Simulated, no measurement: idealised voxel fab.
This is a process module. Its name is voxel spacer lines.
Cross-sectional view cut (width: 225 nm; square cell size: 5 nm).
In what follows, cross-sections appear as grids of square cells, described through bands that run from the top down, where every band is one or more rows of cells. Look at the band entry: it leads with the top's height and the bottom's height in nm. Then it lists the materials left to right, with a width in nm for each. The word "edge to edge" on a single material says that material fills the band edge to edge. The word "empty" is empty space. Heights from 0 (as-received wafer is one material below). Bottom band endless downward, as "top 0, no bottom". Graded width ("30..40"): value in top row of band = first number; value in bottom row = second number; row-to-row change constant. "stayed the same" means the step left every cell of the cross-section as it was. The label "Closed voids list" introduces a list of the empty spaces, 8 cells or larger, that have no open way up to the top; each entry in it reads width x height at distance, where the distance is taken from the left edge and all three are stated in nm. Post-settings text on a step line: simulator's own remark regarding the step. "overlay nm" denotes, for a step that has a mask, the displacement of the mask to the right of its planned place, with negative values corresponding to the left.
## Set out below are the planned steps of the process
- 1: RECEIVE with material Si
- 2: CONFORMAL_DEP with material Al2O3, thk nm 5
- 3: DIRECTIONAL_DEP with material W, thk nm 10
- 4: DIRECTIONAL_DEP with material aC, thk nm 30
- 5: PATTERN with tone cover, mask id MANDREL, material resist, width nm 25, pitch nm 70, thk nm 40, overlay nm 0
- 6: DIRECTIONAL_ETCH with etch materials aC, depth nm 30
- 7: STRIP with etch materials resist
- 8: CONFORMAL_DEP with material SiO2, thk nm 10
- 9: DIRECTIONAL_ETCH with etch materials SiO2, depth nm 10
- 10: STRIP with etch materials aC
- 11: DIRECTIONAL_ETCH with etch materials W, depth nm 10
- 12: STRIP with etch materials SiO2
- 13: FILL_DEP with material SiO2, thk nm 5
- 14: CMP with height nm 15
## Here's what the wafer looked like in cross-section when it arrived - that's after step 1
  top 0, no bottom: Si edge to edge
  Closed voids list: none
## Look at the cross-section after the module: the wafer started out the way shown above and the plan was the one shown above, yet one mistake was made along the way
  top 15, bottom 10: SiO2 edge to edge
  top 10, bottom 0: SiO2 20 nm | W 10 nm | SiO2 25 nm | W 10 nm | SiO2 25 nm | W 10 nm | SiO2 25 nm | W 10 nm | SiO2 25 nm | W 10 nm | SiO2 25 nm | W 10 nm | SiO2 20 nm
  top 0, no bottom: Si edge to edge
  Closed voids list: none
It is concluded that the wafer was processed incorrectly with respect to the plan, in that no execution of plan step 2; skipped
